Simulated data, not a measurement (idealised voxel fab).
process module | voxel transistor to metal
cross-section cut | 160 nm wide | cells 5 nm
A cross-section is a grid of square cells, given in bands from the top down. A band is one or more rows of cells.
Each band's line starts with the height of the band's top and of its bottom, in nm. Then come its materials from left to right, each with its width in nm. One material with "throughout" fills the band from edge to edge. "air" is empty space.
Height 0 is the level under which the wafer as received is all one material. The lowest band goes on downwards, as in "0 down".
A width such as "30 to 40" changes by the same amount from each row of cells to the next, from the band's top row to its bottom row.
"no change" after a step means that no cell of the cross-section changed.
closed voids: empty space of 8 cells or more with no open way to the top, each as width x height at its distance from the left edge, in nm
after a step's settings: what the simulator itself notes on the step
overlay nm, on a step with a mask: how far to the right of its planned place the mask lay; to the left if negative
plan
1 op RECEIVE | material Si
2 op CONFORMAL_DEP | material SiO2 | thk nm 5
3 op CONFORMAL_DEP | material SiN | thk nm 15
4 op DIRECTIONAL_DEP | material aC | thk nm 10
5 op PATTERN | tone cover | mask id ACTIVE | material resist | width nm 90 | thk nm 30 | overlay nm 0
6 op DIRECTIONAL_ETCH | etch materials aC | depth nm 10
7 op STRIP | etch materials resist
8 op DIRECTIONAL_ETCH | etch materials SiN | depth nm 15
9 op DIRECTIONAL_ETCH | etch materials SiO2 | depth nm 5
10 op DIRECTIONAL_ETCH | etch materials Si | depth nm 35
11 op STRIP | etch materials aC
12 op FILL_DEP | material SiO2 | thk nm 5
13 op CMP | height nm 20
14 op SELECTIVE_ETCH | etch materials SiO2 | depth nm 10
15 op STRIP | etch materials SiN
16 op SELECTIVE_ETCH | etch materials SiO2 | depth nm 5
17 op OXIDIZE | depth nm 5
18 op DIRECTIONAL_DEP | material polySi | thk nm 20
19 op DIRECTIONAL_DEP | material SiCN | thk nm 10
20 op PATTERN | tone cover | mask id GATE | material resist | width nm 20 | thk nm 20 | overlay nm 0
21 op DIRECTIONAL_ETCH | etch materials SiCN | depth nm 20
22 op DIRECTIONAL_ETCH | etch materials polySi | depth nm 30
23 op STRIP | etch materials resist
24 op CONFORMAL_DEP | material SiN | thk nm 5
25 op DIRECTIONAL_ETCH | etch materials SiN | depth nm 5
26 op DIRECTIONAL_ETCH | etch materials SiO2 | depth nm 5
27 op DIRECTIONAL_ETCH | etch materials Si | depth nm 10
28 op EPI | material SiGe | thk nm 10
29 op FILL_DEP | material SiO2 | thk nm 10
30 op CMP | height nm 30
31 op DIRECTIONAL_DEP | material SiO2 | thk nm 15
32 op MASKED_ETCH | tone open | mask id CONTACT | width nm 15 | pitch nm 65 | etch materials SiO2 | depth nm 50 | overlay nm 0
33 op CONFORMAL_DEP | material TiN | thk nm 5
34 op FILL_DEP | material W | thk nm 5
35 op CMP | height nm 45
36 op DIRECTIONAL_DEP | material TiN | thk nm 5
37 op DIRECTIONAL_DEP | material Ru | thk nm 15
38 op MASKED_ETCH | tone cover | mask id METAL_1 | width nm 15 | pitch nm 65 | etch materials Ru | depth nm 15 | overlay nm 0
39 op MASKED_ETCH | tone cover | mask id METAL_1 | width nm 15 | pitch nm 65 | etch materials TiN | depth nm 5 | overlay nm 0
40 op FILL_DEP | material lowk | thk nm 5
41 op CMP | height nm 65
42 op CONFORMAL_DEP | material SiCN | thk nm 5
43 op DIRECTIONAL_DEP | material lowk | thk nm 25
44 op MASKED_ETCH | tone open | mask id METAL_2 | width nm 15 | pitch nm 65 | etch materials lowk | depth nm 15 | overlay nm 0
45 op PATTERN | tone open | mask id METAL_2_HOLES | material resist | width nm 15 | pitch nm 65 | thk nm 20 | overlay nm 0
46 op DIRECTIONAL_ETCH | etch materials lowk | depth nm 10
47 op DIRECTIONAL_ETCH | etch materials SiCN | depth nm 5
48 op STRIP | etch materials resist
49 op CONFORMAL_DEP | material TiN | thk nm 5
50 op FILL_DEP | material Cu | thk nm 10
51 op CMP | height nm 95
52 op CONFORMAL_DEP | material SiCN | thk nm 5
as received, after step 1
  0 down: Si throughout
  closed voids: none
a wafer at the end: this start, this plan, one mistake
  95 to 90: SiCN throughout
  90 to 70: lowk 40 | TiN 5 | Cu 5 | TiN 5 | lowk 50 | TiN 5 | Cu 5 | TiN 5 | lowk 40
  70 to 65: SiCN 40 | TiN 15 | SiCN 50 | TiN 15 | SiCN 40
  65 to 50: lowk 40 | Ru 15 | lowk 50 | Ru 15 | lowk 40
  50 to 45: lowk 40 | TiN 15 | lowk 50 | TiN 15 | lowk 40
  45 to 30: SiO2 40 | TiN 5 | W 5 | TiN 5 | SiO2 50 | TiN 5 | W 5 | TiN 5 | SiO2 40
  30 to 20: SiO2 40 | TiN 5 | W 5 | TiN 5 | SiO2 10 | SiN 5 | SiCN 20 | SiN 5 | SiO2 10 | TiN 5 | W 5 | TiN 5 | SiO2 40
  20 to 5: SiO2 40 | TiN 5 | W 5 | TiN 5 | SiO2 10 | SiN 5 | polySi 20 | SiN 5 | SiO2 10 | TiN 5 | W 5 | TiN 5 | SiO2 40
  5 to 0: SiO2 30 | SiN 5 | SiO2 5 | TiN 5 | W 5 | TiN 5 | SiGe 10 | SiN 5 | polySi 20 | SiN 5 | SiGe 10 | TiN 5 | W 5 | TiN 5 | SiO2 5 | SiN 5 | SiO2 30
  0 to -5: SiO2 40 | TiN 15 | SiGe 10 | SiO2 30 | SiGe 10 | TiN 15 | SiO2 40
  -5 to -15: SiO2 35 | SiGe 30 | Si 30 | SiGe 30 | SiO2 35
  -15 to -35: SiO2 35 | Si 90 | SiO2 35
  -35 down: Si throughout
  closed voids: none
what went wrong: step 51 ran as: op CMP | height nm 90
